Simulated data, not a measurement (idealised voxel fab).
The process module presented herein is designated voxel spacer lines.
Square cells of 5 nm make up the cross-section cut, whose width is 300 nm.
We lay out every cross-section as a grid of square cells and spell it out in bands from the top down, where one band means one or more rows of cells.
What a band's entry tells you: where the top is and where the bottom is, as heights in nm, and after that what lies inside, material by material from left to right, each with its width in nm. Empty space is written as the word "blank", and a single material marked with the word "throughout" occupies the band from edge to edge.
A quick word on heights: they are counted from 0, and under that level the wafer as it came to us is one material throughout. The lowest band is different from the rest in having no bottom; it simply continues downward, written as in "from 0 down".
The expression "30 to 40" gives the width at the extremes of the band, the first number at its top row of cells and the second at its bottom row, with the width changing by equal amounts from each row to the next in between.
"all unchanged" means the step left every cell of the cross-section as it was.
If an empty space has no open way to the top and is at least 8 cells in size, "Completely enclosed voids" lists it, written width x height at distance, where distance is measured from the left edge and every value is in nm.
If you see something after the settings on a step's line, that's the simulator's own remark about that step.
The optional step-line setting "overlay nm" applies to steps with a mask and quantifies how far to the right of its planned location the mask lay, a negative value indicating leftward placement.
This section lists the process steps that were planned
step 1: RECEIVE (material Si)
step 2: CONFORMAL_DEP (material Al2O3; thk nm 5)
step 3: DIRECTIONAL_DEP (material W; thk nm 15)
step 4: DIRECTIONAL_DEP (material polySi; thk nm 25)
step 5: PATTERN (tone cover; mask id MANDREL; material resist; width nm 15; pitch nm 50; thk nm 30; overlay nm 0)
step 6: DIRECTIONAL_ETCH (etch materials polySi; depth nm 25)
step 7: STRIP (etch materials resist)
step 8: CONFORMAL_DEP (material SiO2; thk nm 10)
step 9: DIRECTIONAL_ETCH (etch materials SiO2; depth nm 10)
step 10: STRIP (etch materials polySi)
step 11: DIRECTIONAL_ETCH (etch materials W; depth nm 15)
step 12: STRIP (etch materials SiO2)
step 13: FILL_DEP (material SiO2; thk nm 5)
step 14: CMP (height nm 25)
Heads up: all these wafers start the same, and what changes between them is the thk nm in step 2. The value you see in the plan is just what the first wafer got.
First wafer of several, as received: cross-section after step 1
> from 0 down: Si throughout
> Completely enclosed voids: none
Cross-sectional representation of the first of several wafers at the end of the module, i.e. after its terminal step, step 14
> from 25 to 20: SiO2 throughout
> from 20 to 5: 105 SiO2, then 10 W, then 15 SiO2, then 10 W, then 15 SiO2, then 10 W, then 15 SiO2, then 10 W, then 110 SiO2
> from 5 to 0: Al2O3 throughout
> from 0 down: Si throughout
> Completely enclosed voids: none
Cross-sectional depiction of the last of several wafers upon completion of the module
> from 25 to 0: Al2O3 throughout
> from 0 down: Si throughout
> Completely enclosed voids: none
Rows = wafers. At module end, each row lists per material the cells gained (+) or lost (-) since the wafer was received, then the closed voids
thk nm 5; +60 Al2O3; +216 SiO2; +24 W; Completely enclosed voids: none
thk nm 10; +120 Al2O3; +156 SiO2; +24 W; Completely enclosed voids: none
thk nm 15; +180 Al2O3; +104 SiO2; +16 W; Completely enclosed voids: none
thk nm 20; +240 Al2O3; +52 SiO2; +8 W; Completely enclosed voids: none
thk nm 25; +300 Al2O3; Completely enclosed voids: none
